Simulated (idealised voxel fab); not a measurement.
Herein follows the process module entitled voxel gate over fins.
Xsec cut, 265 nm wide, square cell size 5 nm.
Cross-sections here: square-cell grids, written as top-down lists of bands, a band being one or more rows of cells.
Basically the band line says how high the top is and how high the bottom is, in nm, and then what's in it from left to right, every material with its width in nm. Empty space shows up as "blank", and if a single material carries "throughout" it runs the full band edge to edge.
All heights in this document are referenced to 0, defined as the level beneath which the wafer, as received, consists entirely of one material. The lowest band is not bounded below; it extends indefinitely downward and is written in the form "0 nm and below".
Graded width ("30..40"): value in top row of band = first number; value in bottom row = second number; row-to-row change constant.
You'll sometimes find "nothing altered" written for a step, and that's the way of saying that nowhere in the cross-section did a cell change during that step.
Voids not open to the top, 8 cells minimum: see "Sealed voids". Written width x height at distance; distance is from the left edge; nm.
Heads up: the bit after the settings on a step's line is the simulator's remark on that step.
overlay nm: on a step with a mask, how far right of its planned place the mask lay; negative means left.

PROCESS STEPS (PLANNED)
1: RECEIVE: material Si
2: CONFORMAL_DEP: material SiN, thk nm 10
3: MASKED_ETCH: tone cover, mask id FINS, width nm 15, pitch nm 45, etch materials SiN, depth nm 10, overlay nm 0
4: MASKED_ETCH: tone cover, mask id FINS, width nm 15, pitch nm 45, etch materials Si, depth nm 30, overlay nm 0
5: OXIDIZE: depth nm 5
6: FILL_DEP: material SiO2, thk nm 5
7: CMP: height nm 10
8: SELECTIVE_ETCH: etch materials SiO2, depth nm 25
9: STRIP: etch materials SiN
10: CONFORMAL_DEP: material HfO2, thk nm 5
11: CONFORMAL_DEP: material TiN, thk nm 5
12: CONFORMAL_DEP: material TiAl, thk nm 5
13: CONFORMAL_DEP: material TiN, thk nm 5
14: FILL_DEP: material W, thk nm 10
15: CMP: height nm 25
16: CONFORMAL_DEP: material SiCN, thk nm 10

INCOMING WAFER IN CROSS-SECTION (STATE: AFTER STEP 1)
* 0 nm and below: Si throughout
* Sealed voids: none

POST-MODULE CROSS-SECTION: IDENTICAL START AND PLAN TO THOSE ABOVE, ONE MISSTEP IN EXECUTION
* 35 nm to 25 nm: SiCN throughout
* 25 nm to 20 nm: W throughout
* 20 nm to 15 nm: 40 of W, then 185 of TiN, then 40 of W
* 15 nm to 10 nm: 40 of W, then 5 of TiN, then 40 of TiAl, then 5 of TiN, then 40 of TiAl, then 5 of TiN, then 40 of TiAl, then 5 of TiN, then 40 of TiAl, then 5 of TiN, then 40 of W
* 10 nm to 5 nm: 40 of W, then 5 of TiN, then 5 of TiAl, then 30 of TiN, then 5 of TiAl, then 5 of TiN, then 5 of TiAl, then 30 of TiN, then 5 of TiAl, then 5 of TiN, then 5 of TiAl, then 30 of TiN, then 5 of TiAl, then 5 of TiN, then 5 of TiAl, then 30 of TiN, then 5 of TiAl, then 5 of TiN, then 40 of W
* 5 nm to 0 nm: 45 of TiN, then 5 of TiAl, then 5 of TiN, then 20 of HfO2, then 5 of TiN, then 5 of TiAl, then 5 of TiN, then 5 of TiAl, then 5 of TiN, then 20 of HfO2, then 5 of TiN, then 5 of TiAl, then 5 of TiN, then 5 of TiAl, then 5 of TiN, then 20 of HfO2, then 5 of TiN, then 5 of TiAl, then 5 of TiN, then 5 of TiAl, then 5 of TiN, then 20 of HfO2, then 5 of TiN, then 5 of TiAl, then 45 of TiN
* 0 nm to -5 nm: 50 of TiAl, then 5 of TiN, then 5 of HfO2, then 10 of Si, then 5 of HfO2, then 5 of TiN, then 15 of TiAl, then 5 of TiN, then 5 of HfO2, then 10 of Si, then 5 of HfO2, then 5 of TiN, then 15 of TiAl, then 5 of TiN, then 5 of HfO2, then 10 of Si, then 5 of HfO2, then 5 of TiN, then 15 of TiAl, then 5 of TiN, then 5 of HfO2, then 10 of Si, then 5 of HfO2, then 5 of TiN, then 50 of TiAl
* -5 nm to -10 nm: 55 of TiN, then 5 of HfO2, then 10 of Si, then 5 of HfO2, then 25 of TiN, then 5 of HfO2, then 10 of Si, then 5 of HfO2, then 25 of TiN, then 5 of HfO2, then 10 of Si, then 5 of HfO2, then 25 of TiN, then 5 of HfO2, then 10 of Si, then 5 of HfO2, then 55 of TiN
* -10 nm to -15 nm: 60 of HfO2, then 10 of Si, then 35 of HfO2, then 10 of Si, then 35 of HfO2, then 10 of Si, then 35 of HfO2, then 10 of Si, then 60 of HfO2
* -15 nm to -35 nm: 60 of SiO2, then 10 of Si, then 35 of SiO2, then 10 of Si, then 35 of SiO2, then 10 of Si, then 35 of SiO2, then 10 of Si, then 60 of SiO2
* -35 nm and below: Si throughout
* Sealed voids: none
Error vs. plan: in deviation from the planned setting, step 3 was conducted as MASKED_ETCH: tone cover, mask id FINS, width nm 20, pitch nm 45, etch materials SiN, depth nm 10, overlay nm 0
